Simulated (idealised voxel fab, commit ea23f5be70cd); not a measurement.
Proc. module: voxel self aligned vias
Cross-sectional view cut (width: 275 nm; square cell size: 5 nm).
Cross-section spec: square-cell grid; bands listed top down; each band is one or more rows.
Top height, bottom height, nm. Materials left to right, width each, nm. Single material + "edge to edge" = fills band edge to edge. "air" = empty.
Height datum 0, below which the as-received substrate wafer is one material. Lowest band open at the bottom, running downward: "0 and below".
Per-row width for "30..40": begins at first number (top row of band), ends at second number (bottom row), increment between rows held constant.
"no alteration", as given for a step, is the statement that not any cell of the cross-section underwent a change during that step.
Voids not open to the top, 8 cells minimum: see "Sealed voids". Written width x height at distance; distance is from the left edge; nm.
Formally, on a step line, whatever follows the settings is a remark that the simulator itself makes on the step.
The line of a step may include "overlay nm". On a step with a mask, this value is how far to the right of its planned place the mask lay. A negative value means the mask lay to the left.
Read the rest as pairs. Take the cross-section before one process step, then the cross-section after it, which shows only down to the lowest band that changed. Under the pair, find the step between them and its settings. Bear in mind that pairs may come from different runs of this module on the same starting wafer: link a pair to the pair above it only where its entry headed "Pre-process cross-section" says to.

[Pre-process cross-section]
> 0 and below: Si edge to edge
> Sealed voids: none

[Post-Step Section View]
> 15 down to 0: SiO2 edge to edge
> below 0: unchanged
> Sealed voids: none
Link between the two cross-sections above: CONFORMAL_DEP | material SiO2 | thk nm 15

Pre-process cross-section: starting point is the after cross-section of the pair just above.

[Post-Step Section View]
> 20 down to 15: SiCN edge to edge
> below 15: unchanged
> Sealed voids: none
Link between the two cross-sections above: CONFORMAL_DEP | material SiCN | thk nm 5

Pre-process cross-section: starting point is the after cross-section of the pair just above.

[Post-Step Section View]
> 50 down to 20: lowk edge to edge
> below 20: unchanged
> Sealed voids: none
Link between the two cross-sections above: DIRECTIONAL_DEP | material lowk | thk nm 30

Pre-process cross-section: starting point is the after cross-section of the pair just above.

[Post-Step Section View]
> 60 down to 50: aC edge to edge
> below 50: unchanged
> Sealed voids: none
Link between the two cross-sections above: DIRECTIONAL_DEP | material aC | thk nm 10

Pre-process cross-section: starting point is the after cross-section of the pair just above.

[Post-Step Section View]
> 90 down to 60: 50 resist / 25 air / 50 resist / 25 air / 50 resist / 25 air / 50 resist
> below 60: unchanged
> Sealed voids: none
Link between the two cross-sections above: PATTERN | tone open | mask id LINES | material resist | width nm 25 | pitch nm 75 | thk nm 30 | overlay nm 0

Pre-process cross-section: starting point is the after cross-section of the pair just above.

[Post-Step Section View]
> 80 down to 60: 50 resist / 25 air / 50 resist / 25 air / 50 resist / 25 air / 50 resist
> 60 down to 50: 50 aC / 25 air / 50 aC / 25 air / 50 aC / 25 air / 50 aC
> below 50: unchanged
> Sealed voids: none
Link between the two cross-sections above: DIRECTIONAL_ETCH | etch materials aC | depth nm 10

Pre-process cross-section: starting point is the after cross-section of the pair just above.

[Post-Step Section View]
> 60 down to 50: 50 aC / 25 air / 50 aC / 25 air / 50 aC / 25 air / 50 aC
> below 50: unchanged
> Sealed voids: none
Link between the two cross-sections above: STRIP | etch materials resist

Pre-process cross-section: starting point is the after cross-section of the pair just above.

[Post-Step Section View]
> 60 down to 50: 50 aC / 25 air / 50 aC / 25 air / 50 aC / 25 air / 50 aC
> 50 down to 20: 50 lowk / 25 air / 50 lowk / 25 air / 50 lowk / 25 air / 50 lowk
> below 20: unchanged
> Sealed voids: none
Link between the two cross-sections above: DIRECTIONAL_ETCH | etch materials lowk | depth nm 30

Pre-process cross-section: starting point is the after cross-section of the pair just above.

[Post-Step Section View]
> 50 down to 20: 50 lowk / 25 air / 50 lowk / 25 air / 50 lowk / 25 air / 50 lowk
> below 20: unchanged
> Sealed voids: none
Link between the two cross-sections above: STRIP | etch materials aC

Pre-process cross-section: starting point is the after cross-section of the pair just above.

[Post-Step Section View]
> 55 down to 50: 55 TiN / 15 air / 60 TiN / 15 air / 60 TiN / 15 air / 55 TiN
> 50 down to 25: 50 lowk / 5 TiN / 15 air / 5 TiN / 50 lowk / 5 TiN / 15 air / 5 TiN / 50 lowk / 5 TiN / 15 air / 5 TiN / 50 lowk
> 25 down to 20: 50 lowk / 25 TiN / 50 lowk / 25 TiN / 50 lowk / 25 TiN / 50 lowk
> below 20: unchanged
> Sealed voids: none
Link between the two cross-sections above: CONFORMAL_DEP | material TiN | thk nm 5

Pre-process cross-section: starting point is the after cross-section of the pair just above.

[Post-Step Section View]
> 65 down to 55: Ru edge to edge
> 55 down to 50: 55 TiN / 15 Ru / 60 TiN / 15 Ru / 60 TiN / 15 Ru / 55 TiN
> 50 down to 25: 50 lowk / 5 TiN / 15 Ru / 5 TiN / 50 lowk / 5 TiN / 15 Ru / 5 TiN / 50 lowk / 5 TiN / 15 Ru / 5 TiN / 50 lowk
> below 25: unchanged
> Sealed voids: none
Link between the two cross-sections above: FILL_DEP | material Ru | thk nm 10

Pre-process cross-section: starting point is the after cross-section of the pair just above.

[Post-Step Section View]
> 50 down to 25: 50 lowk / 5 TiN / 15 Ru / 5 TiN / 50 lowk / 5 TiN / 15 Ru / 5 TiN / 50 lowk / 5 TiN / 15 Ru / 5 TiN / 50 lowk
> below 25: unchanged
> Sealed voids: none
Link between the two cross-sections above: CMP | height nm 50

Pre-process cross-section: starting point is the after cross-section of the pair just above.

[Post-Step Section View]
> 50 down to 40: 50 lowk / 25 air / 50 lowk / 25 air / 50 lowk / 25 air / 50 lowk
> below 40: unchanged
> Sealed voids: none
Link between the two cross-sections above: SELECTIVE_ETCH | etch materials W Ru TiN | depth nm 10

Pre-process cross-section: starting point is the after cross-section of the pair just above.

[Post-Step Section View]
> 55 down to 50: SiN edge to edge
> 50 down to 40: 50 lowk / 25 SiN / 50 lowk / 25 SiN / 50 lowk / 25 SiN / 50 lowk
> below 40: unchanged
> Sealed voids: none
Link between the two cross-sections above: FILL_DEP | material SiN | thk nm 5

Pre-process cross-section: starting point is the after cross-section of the pair just above.

[Post-Step Section View]
> 50 down to 40: 50 lowk / 25 SiN / 50 lowk / 25 SiN / 50 lowk / 25 SiN / 50 lowk
> below 40: unchanged
> Sealed voids: none
Link between the two cross-sections above: CMP | height nm 50

Pre-process cross-section: starting point is the after cross-section of the pair just above.

[Post-Step Section View]
> 70 down to 50: lowk edge to edge
> below 50: unchanged
> Sealed voids: none
Link between the two cross-sections above: DIRECTIONAL_DEP | material lowk | thk nm 20

Pre-process cross-section: starting point is the after cross-section of the pair just above.

[Post-Step Section View]
> 70 down to 50: 40 lowk / 45 air / 30 lowk / 45 air / 30 lowk / 45 air / 40 lowk
> below 50: unchanged
> Sealed voids: none
Link between the two cross-sections above: MASKED_ETCH | tone open | mask id VIAS | width nm 45 | pitch nm 75 | etch materials lowk | depth nm 20 | overlay nm 0

Pre-process cross-section: starting point is the after cross-section of the pair just above.

[Post-Step Section View]
> 70 down to 50: 40 lowk / 45 air / 30 lowk / 45 air / 30 lowk / 45 air / 40 lowk
> 50 down to 40: 50 lowk / 25 air / 50 lowk / 25 air / 50 lowk / 25 air / 50 lowk
> below 40: unchanged
> Sealed voids: none
Link between the two cross-sections above: MASKED_ETCH | tone open | mask id VIAS | width nm 45 | pitch nm 75 | etch materials SiN | depth nm 10 | overlay nm 0

Pre-process cross-section: starting point is the after cross-section of the pair just above.

[Post-Step Section View]
> 75 down to 70: 45 TiN / 35 air / 40 TiN / 35 air / 40 TiN / 35 air / 45 TiN
> 70 down to 55: 40 lowk / 5 TiN / 35 air / 5 TiN / 30 lowk / 5 TiN / 35 air / 5 TiN / 30 lowk / 5 TiN / 35 air / 5 TiN / 40 lowk
> 55 down to 45: 40..50 lowk / 15..5 TiN / 15 air / 15..5 TiN / 30..50 lowk / 15..5 TiN / 15 air / 15..5 TiN / 30..50 lowk / 15..5 TiN / 15 air / 15..5 TiN / 40..50 lowk
> 45 down to 40: 50 lowk / 25 TiN / 50 lowk / 25 TiN / 50 lowk / 25 TiN / 50 lowk
> below 40: unchanged
> Sealed voids: none
Link between the two cross-sections above: CONFORMAL_DEP | material TiN | thk nm 5

Pre-process cross-section: starting point is the after cross-section of the pair just above.

[Post-Step Section View]
> 80 down to 75: W edge to edge
> 75 down to 70: 45 TiN / 35 W / 40 TiN / 35 W / 40 TiN / 35 W / 45 TiN
> 70 down to 55: 40 lowk / 5 TiN / 35 W / 5 TiN / 30 lowk / 5 TiN / 35 W / 5 TiN / 30 lowk / 5 TiN / 35 W / 5 TiN / 40 lowk
> 55 down to 45: 40..50 lowk / 15..5 TiN / 15 W / 15..5 TiN / 30..50 lowk / 15..5 TiN / 15 W / 15..5 TiN / 30..50 lowk / 15..5 TiN / 15 W / 15..5 TiN / 40..50 lowk
> below 45: unchanged
> Sealed voids: none
Link between the two cross-sections above: FILL_DEP | material W | thk nm 5

Pre-process cross-section: starting point is the after cross-section of the pair just above.

[Post-Step Section View]
> 70 down to 55: 40 lowk / 5 TiN / 35 W / 5 TiN / 30 lowk / 5 TiN / 35 W / 5 TiN / 30 lowk / 5 TiN / 35 W / 5 TiN / 40 lowk
> below 55: unchanged
> Sealed voids: none
Link between the two cross-sections above: CMP | height nm 70

Pre-process cross-section: starting point is the after cross-section of the pair just above.

[Post-Step Section View]
> 75 down to 70: SiCN edge to edge
> below 70: unchanged
> Sealed voids: none
Link between the two cross-sections above: CONFORMAL_DEP | material SiCN | thk nm 5

[Pre-process cross-section]
> 15 down to 0: SiO2 edge to edge
> 0 and below: Si edge to edge
> Sealed voids: none

[Post-Step Section View]
> 45 down to 15: lowk edge to edge
> below 15: unchanged
> Sealed voids: none
Link between the two cross-sections above: DIRECTIONAL_DEP | material lowk | thk nm 30

Pre-process cross-section: starting point is the after cross-section of the pair just above.

[Post-Step Section View]
> 55 down to 45: aC edge to edge
> below 45: unchanged
> Sealed voids: none
Link between the two cross-sections above: DIRECTIONAL_DEP | material aC | thk nm 10

Pre-process cross-section: starting point is the after cross-section of the pair just above.

[Post-Step Section View]
> 85 down to 55: 50 resist / 25 air / 50 resist / 25 air / 50 resist / 25 air / 50 resist
> below 55: unchanged
> Sealed voids: none
Link between the two cross-sections above: PATTERN | tone open | mask id LINES | material resist | width nm 25 | pitch nm 75 | thk nm 30 | overlay nm 0

Pre-process cross-section: starting point is the after cross-section of the pair just above.

[Post-Step Section View]
> 75 down to 55: 50 resist / 25 air / 50 resist / 25 air / 50 resist / 25 air / 50 resist
> 55 down to 45: 50 aC / 25 air / 50 aC / 25 air / 50 aC / 25 air / 50 aC
> below 45: unchanged
> Sealed voids: none
Link between the two cross-sections above: DIRECTIONAL_ETCH | etch materials aC | depth nm 10

Pre-process cross-section: starting point is the after cross-section of the pair just above.

[Post-Step Section View]
> 55 down to 45: 50 aC / 25 air / 50 aC / 25 air / 50 aC / 25 air / 50 aC
> below 45: unchanged
> Sealed voids: none
Link between the two cross-sections above: STRIP | etch materials resist

Pre-process cross-section: starting point is the after cross-section of the pair just above.

[Post-Step Section View]
> 55 down to 45: 50 aC / 25 air / 50 aC / 25 air / 50 aC / 25 air / 50 aC
> 45 down to 15: 50 lowk / 25 air / 50 lowk / 25 air / 50 lowk / 25 air / 50 lowk
> below 15: unchanged
> Sealed voids: none
Link between the two cross-sections above: DIRECTIONAL_ETCH | etch materials lowk | depth nm 30

Pre-process cross-section: starting point is the after cross-section of the pair just above.

[Post-Step Section View]
> 45 down to 15: 50 lowk / 25 air / 50 lowk / 25 air / 50 lowk / 25 air / 50 lowk
> below 15: unchanged
> Sealed voids: none
Link between the two cross-sections above: STRIP | etch materials aC

Pre-process cross-section: starting point is the after cross-section of the pair just above.

[Post-Step Section View]
> 50 down to 45: 55 TiN / 15 air / 60 TiN / 15 air / 60 TiN / 15 air / 55 TiN
> 45 down to 20: 50 lowk / 5 TiN / 15 air / 5 TiN / 50 lowk / 5 TiN / 15 air / 5 TiN / 50 lowk / 5 TiN / 15 air / 5 TiN / 50 lowk
> 20 down to 15: 50 lowk / 25 TiN / 50 lowk / 25 TiN / 50 lowk / 25 TiN / 50 lowk
> below 15: unchanged
> Sealed voids: none
Link between the two cross-sections above: CONFORMAL_DEP | material TiN | thk nm 5

Pre-process cross-section: starting point is the after cross-section of the pair just above.

[Post-Step Section View]
> 60 down to 50: Ru edge to edge
> 50 down to 45: 55 TiN / 15 Ru / 60 TiN / 15 Ru / 60 TiN / 15 Ru / 55 TiN
> 45 down to 20: 50 lowk / 5 TiN / 15 Ru / 5 TiN / 50 lowk / 5 TiN / 15 Ru / 5 TiN / 50 lowk / 5 TiN / 15 Ru / 5 TiN / 50 lowk
> below 20: unchanged
> Sealed voids: none
Link between the two cross-sections above: FILL_DEP | material Ru | thk nm 10

Pre-process cross-section: starting point is the after cross-section of the pair just above.

[Post-Step Section View]
> 50 down to 45: 55 TiN / 15 Ru / 60 TiN / 15 Ru / 60 TiN / 15 Ru / 55 TiN
> below 45: unchanged
> Sealed voids: none
Link between the two cross-sections above: CMP | height nm 50

Pre-process cross-section: starting point is the after cross-section of the pair just above.

[Post-Step Section View]
> 45 down to 40: 50 lowk / 25 air / 50 lowk / 25 air / 50 lowk / 25 air / 50 lowk
> below 40: unchanged
> Sealed voids: none
Link between the two cross-sections above: SELECTIVE_ETCH | etch materials W Ru TiN | depth nm 10

Pre-process cross-section: starting point is the after cross-section of the pair just above.

[Post-Step Section View]
> 50 down to 45: SiN edge to edge
> 45 down to 40: 50 lowk / 25 SiN / 50 lowk / 25 SiN / 50 lowk / 25 SiN / 50 lowk
> below 40: unchanged
> Sealed voids: none
Link between the two cross-sections above: FILL_DEP | material SiN | thk nm 5

Pre-process cross-section: starting point is the after cross-section of the pair just above.

[Post-Step Section View]
> 70 down to 50: lowk edge to edge
> below 50: unchanged
> Sealed voids: none
Link between the two cross-sections above: DIRECTIONAL_DEP | material lowk | thk nm 20

Pre-process cross-section: starting point is the after cross-section of the pair just above.

[Post-Step Section View]
> 70 down to 50: 40 lowk / 45 air / 30 lowk / 45 air / 30 lowk / 45 air / 40 lowk
> below 50: unchanged
> Sealed voids: none
Link between the two cross-sections above: MASKED_ETCH | tone open | mask id VIAS | width nm 45 | pitch nm 75 | etch materials lowk | depth nm 20 | overlay nm 0

Pre-process cross-section: starting point is the after cross-section of the pair just above.

[Post-Step Section View]
> 70 down to 50: 40 lowk / 45 air / 30 lowk / 45 air / 30 lowk / 45 air / 40 lowk
> 50 down to 45: 40 SiN / 45 air / 30 SiN / 45 air / 30 SiN / 45 air / 40 SiN
> 45 down to 40: 50 lowk / 25 air / 50 lowk / 25 air / 50 lowk / 25 air / 50 lowk
> below 40: unchanged
> Sealed voids: none
Link between the two cross-sections above: MASKED_ETCH | tone open | mask id VIAS | width nm 45 | pitch nm 75 | etch materials SiN | depth nm 10 | overlay nm 0

Pre-process cross-section: starting point is the after cross-section of the pair just above.

[Post-Step Section View]
> 75 down to 70: 45 TiN / 35 air / 40 TiN / 35 air / 40 TiN / 35 air / 45 TiN
> 70 down to 50: 40 lowk / 5 TiN / 35 air / 5 TiN / 30 lowk / 5 TiN / 35 air / 5 TiN / 30 lowk / 5 TiN / 35 air / 5 TiN / 40 lowk
> 50 down to 45: 40 SiN / 15 TiN / 15 air / 15 TiN / 30 SiN / 15 TiN / 15 air / 15 TiN / 30 SiN / 15 TiN / 15 air / 15 TiN / 40 SiN
> 45 down to 40: 50 lowk / 25 TiN / 50 lowk / 25 TiN / 50 lowk / 25 TiN / 50 lowk
> below 40: unchanged
> Sealed voids: none
Link between the two cross-sections above: CONFORMAL_DEP | material TiN | thk nm 5

Pre-process cross-section: starting point is the after cross-section of the pair just above.

[Post-Step Section View]
> 80 down to 75: W edge to edge
> 75 down to 70: 45 TiN / 35 W / 40 TiN / 35 W / 40 TiN / 35 W / 45 TiN
> 70 down to 50: 40 lowk / 5 TiN / 35 W / 5 TiN / 30 lowk / 5 TiN / 35 W / 5 TiN / 30 lowk / 5 TiN / 35 W / 5 TiN / 40 lowk
> 50 down to 45: 40 SiN / 15 TiN / 15 W / 15 TiN / 30 SiN / 15 TiN / 15 W / 15 TiN / 30 SiN / 15 TiN / 15 W / 15 TiN / 40 SiN
> below 45: unchanged
> Sealed voids: none
Link between the two cross-sections above: FILL_DEP | material W | thk nm 5

Pre-process cross-section: starting point is the after cross-section of the pair just above.

[Post-Step Section View]
> 70 down to 50: 40 lowk / 5 TiN / 35 W / 5 TiN / 30 lowk / 5 TiN / 35 W / 5 TiN / 30 lowk / 5 TiN / 35 W / 5 TiN / 40 lowk
> below 50: unchanged
> Sealed voids: none
Link between the two cross-sections above: CMP | height nm 70

Pre-process cross-section: starting point is the after cross-section of the pair just above.

[Post-Step Section View]
> 75 down to 70: SiCN edge to edge
> below 70: unchanged
> Sealed voids: none
Link between the two cross-sections above: CONFORMAL_DEP | material SiCN | thk nm 5

[Pre-process cross-section]
> 15 down to 0: SiO2 edge to edge
> 0 and below: Si edge to edge
> Sealed voids: none

[Post-Step Section View]
> 30 down to 0: SiO2 edge to edge
> below 0: unchanged
> Sealed voids: none
Link between the two cross-sections above: CONFORMAL_DEP | material SiO2 | thk nm 15

Pre-process cross-section: starting point is the after cross-section of the pair just above.

[Post-Step Section View]
> 35 down to 30: SiCN edge to edge
> below 30: unchanged
> Sealed voids: none
Link between the two cross-sections above: CONFORMAL_DEP | material SiCN | thk nm 5

Pre-process cross-section: starting point is the after cross-section of the pair just above.

[Post-Step Section View]
> 65 down to 35: lowk edge to edge
> below 35: unchanged
> Sealed voids: none
Link between the two cross-sections above: DIRECTIONAL_DEP | material lowk | thk nm 30

Pre-process cross-section: starting point is the after cross-section of the pair just above.

[Post-Step Section View]
> 75 down to 65: aC edge to edge
> below 65: unchanged
> Sealed voids: none
Link between the two cross-sections above: DIRECTIONAL_DEP | material aC | thk nm 10

Pre-process cross-section: starting point is the after cross-section of the pair just above.

[Post-Step Section View]
> 105 down to 75: 50 resist / 25 air / 50 resist / 25 air / 50 resist / 25 air / 50 resist
> below 75: unchanged
> Sealed voids: none
Link between the two cross-sections above: PATTERN | tone open | mask id LINES | material resist | width nm 25 | pitch nm 75 | thk nm 30 | overlay nm 0

Pre-process cross-section: starting point is the after cross-section of the pair just above.

[Post-Step Section View]
> 95 down to 75: 50 resist / 25 air / 50 resist / 25 air / 50 resist / 25 air / 50 resist
> 75 down to 65: 50 aC / 25 air / 50 aC / 25 air / 50 aC / 25 air / 50 aC
> below 65: unchanged
> Sealed voids: none
Link between the two cross-sections above: DIRECTIONAL_ETCH | etch materials aC | depth nm 10

Pre-process cross-section: starting point is the after cross-section of the pair just above.

[Post-Step Section View]
> 75 down to 65: 50 aC / 25 air / 50 aC / 25 air / 50 aC / 25 air / 50 aC
> below 65: unchanged
> Sealed voids: none
Link between the two cross-sections above: STRIP | etch materials resist

Pre-process cross-section: starting point is the after cross-section of the pair just above.

[Post-Step Section View]
> 75 down to 65: 50 aC / 25 air / 50 aC / 25 air / 50 aC / 25 air / 50 aC
> 65 down to 35: 50 lowk / 25 air / 50 lowk / 25 air / 50 lowk / 25 air / 50 lowk
> below 35: unchanged
> Sealed voids: none
Link between the two cross-sections above: DIRECTIONAL_ETCH | etch materials lowk | depth nm 30

Pre-process cross-section: starting point is the after cross-section of the pair just above.

[Post-Step Section View]
> 65 down to 35: 50 lowk / 25 air / 50 lowk / 25 air / 50 lowk / 25 air / 50 lowk
> below 35: unchanged
> Sealed voids: none
Link between the two cross-sections above: STRIP | etch materials aC

Pre-process cross-section: starting point is the after cross-section of the pair just above.

[Post-Step Section View]
> 70 down to 65: 55 TiN / 15 air / 60 TiN / 15 air / 60 TiN / 15 air / 55 TiN
> 65 down to 40: 50 lowk / 5 TiN / 15 air / 5 TiN / 50 lowk / 5 TiN / 15 air / 5 TiN / 50 lowk / 5 TiN / 15 air / 5 TiN / 50 lowk
> 40 down to 35: 50 lowk / 25 TiN / 50 lowk / 25 TiN / 50 lowk / 25 TiN / 50 lowk
> below 35: unchanged
> Sealed voids: none
Link between the two cross-sections above: CONFORMAL_DEP | material TiN | thk nm 5

Pre-process cross-section: starting point is the after cross-section of the pair just above.

[Post-Step Section View]
> 80 down to 70: Ru edge to edge
> 70 down to 65: 55 TiN / 15 Ru / 60 TiN / 15 Ru / 60 TiN / 15 Ru / 55 TiN
> 65 down to 40: 50 lowk / 5 TiN / 15 Ru / 5 TiN / 50 lowk / 5 TiN / 15 Ru / 5 TiN / 50 lowk / 5 TiN / 15 Ru / 5 TiN / 50 lowk
> below 40: unchanged
> Sealed voids: none
Link between the two cross-sections above: FILL_DEP | material Ru | thk nm 10

Pre-process cross-section: starting point is the after cross-section of the pair just above.

[Post-Step Section View]
> 50 down to 40: 50 lowk / 5 TiN / 15 Ru / 5 TiN / 50 lowk / 5 TiN / 15 Ru / 5 TiN / 50 lowk / 5 TiN / 15 Ru / 5 TiN / 50 lowk
> below 40: unchanged
> Sealed voids: none
Link between the two cross-sections above: CMP | height nm 50

Pre-process cross-section: starting point is the after cross-section of the pair just above.

[Post-Step Section View]
> 50 down to 40: 50 lowk / 25 air / 50 lowk / 25 air / 50 lowk / 25 air / 50 lowk
> below 40: unchanged
> Sealed voids: none
Link between the two cross-sections above: SELECTIVE_ETCH | etch materials W Ru TiN | depth nm 10

Pre-process cross-section: starting point is the after cross-section of the pair just above.

[Post-Step Section View]
> 55 down to 50: SiN edge to edge
> 50 down to 40: 50 lowk / 25 SiN / 50 lowk / 25 SiN / 50 lowk / 25 SiN / 50 lowk
> below 40: unchanged
> Sealed voids: none
Link between the two cross-sections above: FILL_DEP | material SiN | thk nm 5

Pre-process cross-section: starting point is the after cross-section of the pair just above.

[Post-Step Section View]
> 50 down to 40: 50 lowk / 25 SiN / 50 lowk / 25 SiN / 50 lowk / 25 SiN / 50 lowk
> below 40: unchanged
> Sealed voids: none
Link between the two cross-sections above: CMP | height nm 50

Pre-process cross-section: starting point is the after cross-section of the pair just above.

[Post-Step Section View]
> 70 down to 50: lowk edge to edge
> below 50: unchanged
> Sealed voids: none
Link between the two cross-sections above: DIRECTIONAL_DEP | material lowk | thk nm 20

Pre-process cross-section: starting point is the after cross-section of the pair just above.

[Post-Step Section View]
> 70 down to 50: 40 lowk / 45 air / 30 lowk / 45 air / 30 lowk / 45 air / 40 lowk
> below 50: unchanged
> Sealed voids: none
Link between the two cross-sections above: MASKED_ETCH | tone open | mask id VIAS | width nm 45 | pitch nm 75 | etch materials lowk | depth nm 20 | overlay nm 0

Pre-process cross-section: starting point is the after cross-section of the pair just above.

[Post-Step Section View]
> 70 down to 50: 40 lowk / 45 air / 30 lowk / 45 air / 30 lowk / 45 air / 40 lowk
> 50 down to 40: 50 lowk / 25 air / 50 lowk / 25 air / 50 lowk / 25 air / 50 lowk
> below 40: unchanged
> Sealed voids: none
Link between the two cross-sections above: MASKED_ETCH | tone open | mask id VIAS | width nm 45 | pitch nm 75 | etch materials SiN | depth nm 10 | overlay nm 0

Pre-process cross-section: starting point is the after cross-section of the pair just above.

[Post-Step Section View]
> 75 down to 70: 45 TiN / 35 air / 40 TiN / 35 air / 40 TiN / 35 air / 45 TiN
> 70 down to 55: 40 lowk / 5 TiN / 35 air / 5 TiN / 30 lowk / 5 TiN / 35 air / 5 TiN / 30 lowk / 5 TiN / 35 air / 5 TiN / 40 lowk
> 55 down to 45: 40..50 lowk / 15..5 TiN / 15 air / 15..5 TiN / 30..50 lowk / 15..5 TiN / 15 air / 15..5 TiN / 30..50 lowk / 15..5 TiN / 15 air / 15..5 TiN / 40..50 lowk
> 45 down to 35: 50 lowk / 25 TiN / 50 lowk / 25 TiN / 50 lowk / 25 TiN / 50 lowk
> below 35: unchanged
> Sealed voids: none
Link between the two cross-sections above: CONFORMAL_DEP | material TiN | thk nm 5

Pre-process cross-section: starting point is the after cross-section of the pair just above.

[Post-Step Section View]
> 80 down to 75: W edge to edge
> 75 down to 70: 45 TiN / 35 W / 40 TiN / 35 W / 40 TiN / 35 W / 45 TiN
> 70 down to 55: 40 lowk / 5 TiN / 35 W / 5 TiN / 30 lowk / 5 TiN / 35 W / 5 TiN / 30 lowk / 5 TiN / 35 W / 5 TiN / 40 lowk
> 55 down to 45: 40..50 lowk / 15..5 TiN / 15 W / 15..5 TiN / 30..50 lowk / 15..5 TiN / 15 W / 15..5 TiN / 30..50 lowk / 15..5 TiN / 15 W / 15..5 TiN / 40..50 lowk
> below 45: unchanged
> Sealed voids: none
Link between the two cross-sections above: FILL_DEP | material W | thk nm 5

Pre-process cross-section: starting point is the after cross-section of the pair just above.

[Post-Step Section View]
> 70 down to 55: 40 lowk / 5 TiN / 35 W / 5 TiN / 30 lowk / 5 TiN / 35 W / 5 TiN / 30 lowk / 5 TiN / 35 W / 5 TiN / 40 lowk
> below 55: unchanged
> Sealed voids: none
Link between the two cross-sections above: CMP | height nm 70

Pre-process cross-section: starting point is the after cross-section of the pair just above.

[Post-Step Section View]
> 75 down to 70: SiCN edge to edge
> below 70: unchanged
> Sealed voids: none
Link between the two cross-sections above: CONFORMAL_DEP | material SiCN | thk nm 5

[Pre-process cross-section]
> 45 down to 15: lowk edge to edge
> 15 down to 0: SiO2 edge to edge
> 0 and below: Si edge to edge
> Sealed voids: none

[Post-Step Section View]
> 50 down to 45: SiCN edge to edge
> below 45: unchanged
> Sealed voids: none
Link between the two cross-sections above: CONFORMAL_DEP | material SiCN | thk nm 5

Pre-process cross-section: starting point is the after cross-section of the pair just above.

[Post-Step Section View]
> 60 down to 50: aC edge to edge
> below 50: unchanged
> Sealed voids: none
Link between the two cross-sections above: DIRECTIONAL_DEP | material aC | thk nm 10

Pre-process cross-section: starting point is the after cross-section of the pair just above.

[Post-Step Section View]
> 90 down to 60: 50 resist / 25 air / 50 resist / 25 air / 50 resist / 25 air / 50 resist
> below 60: unchanged
> Sealed voids: none
Link between the two cross-sections above: PATTERN | tone open | mask id LINES | material resist | width nm 25 | pitch nm 75 | thk nm 30 | overlay nm 0

Pre-process cross-section: starting point is the after cross-section of the pair just above.

[Post-Step Section View]
> 80 down to 60: 50 resist / 25 air / 50 resist / 25 air / 50 resist / 25 air / 50 resist
> 60 down to 50: 50 aC / 25 air / 50 aC / 25 air / 50 aC / 25 air / 50 aC
> below 50: unchanged
> Sealed voids: none
Link between the two cross-sections above: DIRECTIONAL_ETCH | etch materials aC | depth nm 10

Pre-process cross-section: starting point is the after cross-section of the pair just above.

[Post-Step Section View]
> 60 down to 50: 50 aC / 25 air / 50 aC / 25 air / 50 aC / 25 air / 50 aC
> below 50: unchanged
> Sealed voids: none
Link between the two cross-sections above: STRIP | etch materials resist

Pre-process cross-section: starting point is the after cross-section of the pair just above.

[Post-Step Section View]
> 50 down to 45: SiCN edge to edge
> below 45: unchanged
> Sealed voids: none
Link between the two cross-sections above: STRIP | etch materials aC

Pre-process cross-section: starting point is the after cross-section of the pair just above.

[Post-Step Section View]
> 55 down to 50: TiN edge to edge
> below 50: unchanged
> Sealed voids: none
Link between the two cross-sections above: CONFORMAL_DEP | material TiN | thk nm 5

Pre-process cross-section: starting point is the after cross-section of the pair just above.

[Post-Step Section View]
> 65 down to 55: Ru edge to edge
> below 55: unchanged
> Sealed voids: none
Link between the two cross-sections above: FILL_DEP | material Ru | thk nm 10

Pre-process cross-section: starting point is the after cross-section of the pair just above.

[Post-Step Section View]
> 50 down to 45: SiCN edge to edge
> below 45: unchanged
> Sealed voids: none
Link between the two cross-sections above: CMP | height nm 50

Pre-process cross-section: starting point is the after cross-section of the pair just above.

[Post-Step Section View]
> 55 down to 50: SiN edge to edge
> below 50: unchanged
> Sealed voids: none
Link between the two cross-sections above: FILL_DEP | material SiN | thk nm 5

Pre-process cross-section: starting point is the after cross-section of the pair just above.

[Post-Step Section View]
> 50 down to 45: SiCN edge to edge
> below 45: unchanged
> Sealed voids: none
Link between the two cross-sections above: CMP | height nm 50

Pre-process cross-section: starting point is the after cross-section of the pair just above.

[Post-Step Section View]
> 70 down to 50: lowk edge to edge
> below 50: unchanged
> Sealed voids: none
Link between the two cross-sections above: DIRECTIONAL_DEP | material lowk | thk nm 20

Pre-process cross-section: starting point is the after cross-section of the pair just above.

[Post-Step Section View]
> 70 down to 50: 40 lowk / 45 air / 30 lowk / 45 air / 30 lowk / 45 air / 40 lowk
> below 50: unchanged
> Sealed voids: none
Link between the two cross-sections above: MASKED_ETCH | tone open | mask id VIAS | width nm 45 | pitch nm 75 | etch materials lowk | depth nm 20 | overlay nm 0

Pre-process cross-section: starting point is the after cross-section of the pair just above.

[Post-Step Section View]
> 75 down to 70: 45 TiN / 35 air / 40 TiN / 35 air / 40 TiN / 35 air / 45 TiN
> 70 down to 55: 40 lowk / 5 TiN / 35 air / 5 TiN / 30 lowk / 5 TiN / 35 air / 5 TiN / 30 lowk / 5 TiN / 35 air / 5 TiN / 40 lowk
> 55 down to 50: 40 lowk / 45 TiN / 30 lowk / 45 TiN / 30 lowk / 45 TiN / 40 lowk
> below 50: unchanged
> Sealed voids: none
Link between the two cross-sections above: CONFORMAL_DEP | material TiN | thk nm 5

Pre-process cross-section: starting point is the after cross-section of the pair just above.

[Post-Step Section View]
> 80 down to 75: W edge to edge
> 75 down to 70: 45 TiN / 35 W / 40 TiN / 35 W / 40 TiN / 35 W / 45 TiN
> 70 down to 55: 40 lowk / 5 TiN / 35 W / 5 TiN / 30 lowk / 5 TiN / 35 W / 5 TiN / 30 lowk / 5 TiN / 35 W / 5 TiN / 40 lowk
> below 55: unchanged
> Sealed voids: none
Link between the two cross-sections above: FILL_DEP | material W | thk nm 5

Pre-process cross-section: starting point is the after cross-section of the pair just above.

[Post-Step Section View]
> 70 down to 55: 40 lowk / 5 TiN / 35 W / 5 TiN / 30 lowk / 5 TiN / 35 W / 5 TiN / 30 lowk / 5 TiN / 35 W / 5 TiN / 40 lowk
> below 55: unchanged
> Sealed voids: none
Link between the two cross-sections above: CMP | height nm 70

Pre-process cross-section: starting point is the after cross-section of the pair just above.

[Post-Step Section View]
> 75 down to 70: SiCN edge to edge
> below 70: unchanged
> Sealed voids: none
Link between the two cross-sections above: CONFORMAL_DEP | material SiCN | thk nm 5
